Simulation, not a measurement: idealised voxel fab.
Process module, titled voxel self aligned contacts
Each square cell in cross-section cut measures 5 nm, and the section as a whole is 160 nm wide.
Heads up, the way a cross-section reads in here is a grid of square cells, handed over as bands from the top down, with every band being one or more rows of cells.
For a band, the entry starts with two heights in nm, that of the top and then that of the bottom, and carries on with the band's materials in order from left to right, each alongside its width in nm; the word "all across" beside a single material means it fills the band edge to edge, and "empty" means empty space.
Heads up on the height convention: 0 is the point under which the incoming wafer is all one material, and the lowest band has no bottom, it just keeps going down, like "0 nm and below".
Quick explanation for "30->40": the width changes in equal steps down the rows of cells, from the first number in the band's top row to the second number in its bottom row.
Key: "identical to before" - step with no changed cell in the cross-section.
Basically, "Cavities, sealed" tells you about the enclosed voids: empty spaces with no open way to the top, 8 cells or bigger, each written width x height at distance, where distance is from the left edge, all in nm.
What comes after the settings on a step's line is commentary from the simulator itself on that step.
"overlay nm" answers the question of how far to the right of plan the mask lay on a step that has a mask, and when it is negative the answer is to the left.

**The following list gives the planned process steps**
1 op RECEIVE | material Si
2 op OXIDIZE | depth nm 5
3 op DIRECTIONAL_DEP | material polySi | thk nm 25
4 op DIRECTIONAL_DEP | material SiN | thk nm 20
5 op DIRECTIONAL_DEP | material aC | thk nm 10
6 op PATTERN | tone cover | mask id GATE | material resist | width nm 30 | pitch nm 75 | thk nm 25 | overlay nm 0
7 op DIRECTIONAL_ETCH | etch materials aC | depth nm 10
8 op STRIP | etch materials resist
9 op DIRECTIONAL_ETCH | etch materials SiN | depth nm 20
10 op DIRECTIONAL_ETCH | etch materials polySi | depth nm 25
11 op STRIP | etch materials aC
12 op CONFORMAL_DEP | material SiN | thk nm 10
13 op DIRECTIONAL_ETCH | etch materials SiN | depth nm 10
14 op FILL_DEP | material SiO2 | thk nm 15
15 op CMP | height nm 50
16 op DIRECTIONAL_DEP | material aC | thk nm 15
17 op PATTERN | tone open | mask id CONTACT | material resist | width nm 55 | thk nm 35 | overlay nm 0
18 op DIRECTIONAL_ETCH | etch materials aC | depth nm 15
19 op STRIP | etch materials resist
20 op DIRECTIONAL_ETCH | etch materials SiO2 | depth nm 55
21 op STRIP | etch materials aC
22 op CONFORMAL_DEP | material TiN | thk nm 5
23 op FILL_DEP | material Ru | thk nm 10
24 op CMP | height nm 50
25 op CONFORMAL_DEP | material SiCN | thk nm 5

**This is the cross-section of the wafer as we received it, i.e. after step 1**
> 0 nm and below: Si all across
> Cavities, sealed: none

**Wafer cross-section at end of module: start and plan as shown above, one execution error**
> 55 nm to 50 nm: SiCN all across
> 50 nm to 45 nm: 50 of SiO2, 20 of TiN, 20 of Ru, 15 of TiN, 55 of SiO2
> 45 nm to 25 nm: 20 of SiO2, 45 of SiN, 5 of TiN, 20 of Ru, 5 of TiN, 45 of SiN, 20 of SiO2
> 25 nm to 0 nm: 20 of SiO2, 10 of SiN, 25 of polySi, 10 of SiN, 5 of TiN, 20 of Ru, 5 of TiN, 10 of SiN, 25 of polySi, 10 of SiN, 20 of SiO2
> 0 nm to -5 nm: 65 of SiO2, 30 of TiN, 65 of SiO2
> -5 nm and below: Si all across
> Cavities, sealed: none
Diagnosis: heads up, step 6 didn't go per plan, it actually ran as op PATTERN | tone cover | mask id GATE | material resist | width nm 25 | pitch nm 75 | thk nm 25 | overlay nm 0
